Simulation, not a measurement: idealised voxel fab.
The process module presented herein is designated voxel double patterning.
Section cut is 240 nm wide and gridded with 5 nm square cells.
Think of the cross-section as a grid of square cells. We describe it in bands, top to bottom, and each band covers one or more rows of those cells.
Look at the band entry: it leads with the top's height and the bottom's height in nm. Then it lists the materials left to right, with a width in nm for each. The word "full width" on a single material says that material fills the band edge to edge. The word "blank" is empty space.
Heights are measured from 0, the level below which the as-received wafer is all one material; the lowest band has no bottom and continues downward, written as in "0..down".
Width: "30 to 40" (first number = top row, second number = bottom row, same change from row to row of cells).
"no change occurred", as given for a step, is the statement that not any cell of the cross-section underwent a change during that step.
So "Fully enclosed voids" is basically the list of trapped voids: any empty space of 8 cells or more that can't reach the top through an opening. They're written width x height at distance, the distance being from the left edge, and it's all nm.
Step line, after settings: the simulator's comment on this step.
"overlay nm" denotes, for a step that has a mask, the displacement of the mask to the right of its planned place, with negative values corresponding to the left.
The process steps that were planned are listed below
| 1 | RECEIVE,material Si |
| 2 | CONFORMAL_DEP,material SiN,thk nm 5 |
| 3 | DIRECTIONAL_DEP,material SiO2,thk nm 10 |
| 4 | DIRECTIONAL_DEP,material SiCN,thk nm 5 |
| 5 | PATTERN,tone open,mask id FIRST,material resist,width nm 15,pitch nm 50,thk nm 15,overlay nm 0 |
| 6 | DIRECTIONAL_ETCH,etch materials SiCN,depth nm 10 |
| 7 | STRIP,etch materials resist |
| 8 | MASKED_ETCH,tone open,mask id SECOND,width nm 15,pitch nm 50,etch materials SiCN,depth nm 10,overlay nm 0 |
| 9 | DIRECTIONAL_ETCH,etch materials SiO2,depth nm 10 |
| 10 | STRIP,etch materials SiCN |
All wafers enter the flow in the same state. The thk nm at step 4 differs from wafer to wafer, and the plan gives the value for the first wafer.
Here's the first of the wafers in cross-section, just as we got it, i.e. after step 1
- 0..down  Si full width
- Fully enclosed voids: none
At the end of the module, after its last step, step 10, the first of several wafers appears in cross-section as follows
- 15..5  60 SiO2, 15 blank, 10 SiO2, 15 blank, 10 SiO2, 15 blank, 10 SiO2, 15 blank, 10 SiO2, 15 blank, 65 SiO2
- 5..0  SiN full width
- 0..down  Si full width
- Fully enclosed voids: none
A cross-section through the last wafer at the close of the module
- 15..5  SiO2 full width
- 5..0  SiN full width
- 0..down  Si full width
- Fully enclosed voids: none
What follows is a table in which each wafer occupies a row; for the wafer as it stands at the close of the module, the row states, material by material, how many cells have been gained (+) or lost (-) since receipt, and then gives its closed voids
thk nm 5 | +48 SiN | +66 SiO2 | Fully enclosed voids: none
thk nm 10 | +48 SiN | +66 SiO2 | Fully enclosed voids: none
thk nm 15 | +48 SiN | +96 SiO2 | Fully enclosed voids: none
thk nm 20 | +48 SiN | +96 SiO2 | Fully enclosed voids: none
thk nm 25 | +48 SiN | +96 SiO2 | Fully enclosed voids: none
